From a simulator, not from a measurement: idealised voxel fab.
Process module heading - voxel double patterning
FYI the section here is cut, 230 nm wide, cells are 5 nm squares.
Notation: cross-section as square-cell grid; stated in bands, top first, going down; one or more cell rows per band.
Band: top and bottom heights (nm) first, top before bottom; then materials from left to right, widths in nm. "edge to edge" marks a sole material filling the band edge to edge. "empty" denotes empty space.
A quick word on heights: they are counted from 0, and under that level the wafer as it came to us is one material throughout. The lowest band is different from the rest in having no bottom; it simply continues downward, written as in "0 -> down".
Graded width ("30..40"): value in top row of band = first number; value in bottom row = second number; row-to-row change constant.
For the purposes of this document, the phrase "no change occurred" attached to a step denotes that no cell within the cross-section was modified by that step.
Heads up: "Voids, enclosed" only lists the empty pockets with no open path to the top that are 8 cells or more, and it writes them as width x height at distance, distance from the left edge, in nm.
Text after the settings on a step's line: the simulator's own remark on that step.
What "overlay nm" on a step's line means: if the step has a mask, that mask lay this far to the right of its planned place, or, when the value is negative, to the left.

Here's what the planned process steps look like
1: RECEIVE [material Si]
2: CONFORMAL_DEP [material SiO2] [thk nm 5]
3: DIRECTIONAL_DEP [material TiN] [thk nm 20]
4: DIRECTIONAL_DEP [material SiCN] [thk nm 10]
5: MASKED_ETCH [tone open] [mask id FIRST] [width nm 15] [pitch nm 50] [etch materials SiCN] [depth nm 10] [overlay nm 0]
6: DIRECTIONAL_DEP [material aC] [thk nm 10]
7: PATTERN [tone open] [mask id SECOND] [material resist] [width nm 15] [pitch nm 50] [thk nm 25] [overlay nm -15]
8: DIRECTIONAL_ETCH [etch materials aC] [depth nm 10]
9: STRIP [etch materials resist]
10: DIRECTIONAL_ETCH [etch materials SiCN] [depth nm 10]
11: STRIP [etch materials aC]
12: DIRECTIONAL_ETCH [etch materials TiN] [depth nm 20]
13: STRIP [etch materials SiCN]
Don't read the plan's overlay nm for step 7 as applying to every wafer: that's the first wafer's value, and the wafers differ in it, though they all start identical.

The first of several wafers in cross-section, exactly as it reached us after step 1
    0 -> down  Si edge to edge
    Voids, enclosed: none

Here's the first of several wafers in cross-section, end of the module, after the last step, step 13
    25 -> 5  55 of TiN, 25 of empty, 25 of TiN, 25 of empty, 25 of TiN, 15 of empty, 60 of TiN
    5 -> 0  SiO2 edge to edge
    0 -> down  Si edge to edge
    Voids, enclosed: none

The last wafer as seen in cross-section at the end of the module
    25 -> 5  55 of TiN, 15 of empty, 25 of TiN, 25 of empty, 25 of TiN, 25 of empty, 60 of TiN
    5 -> 0  SiO2 edge to edge
    0 -> down  Si edge to edge
    Voids, enclosed: none

Basically each wafer gets a line in the table, showing it at the end of the module: material by material, the cells it gained (+) or lost (-) since we got it, then its closed voids
overlay nm -15; +46 SiO2; +132 TiN; Voids, enclosed: none
overlay nm -10; +46 SiO2; +124 TiN; Voids, enclosed: none
overlay nm -5; +46 SiO2; +124 TiN; Voids, enclosed: none
overlay nm 0; +46 SiO2; +124 TiN; Voids, enclosed: none
overlay nm 5; +46 SiO2; +124 TiN; Voids, enclosed: none
overlay nm 10; +46 SiO2; +124 TiN; Voids, enclosed: none
overlay nm 15; +46 SiO2; +132 TiN; Voids, enclosed: none
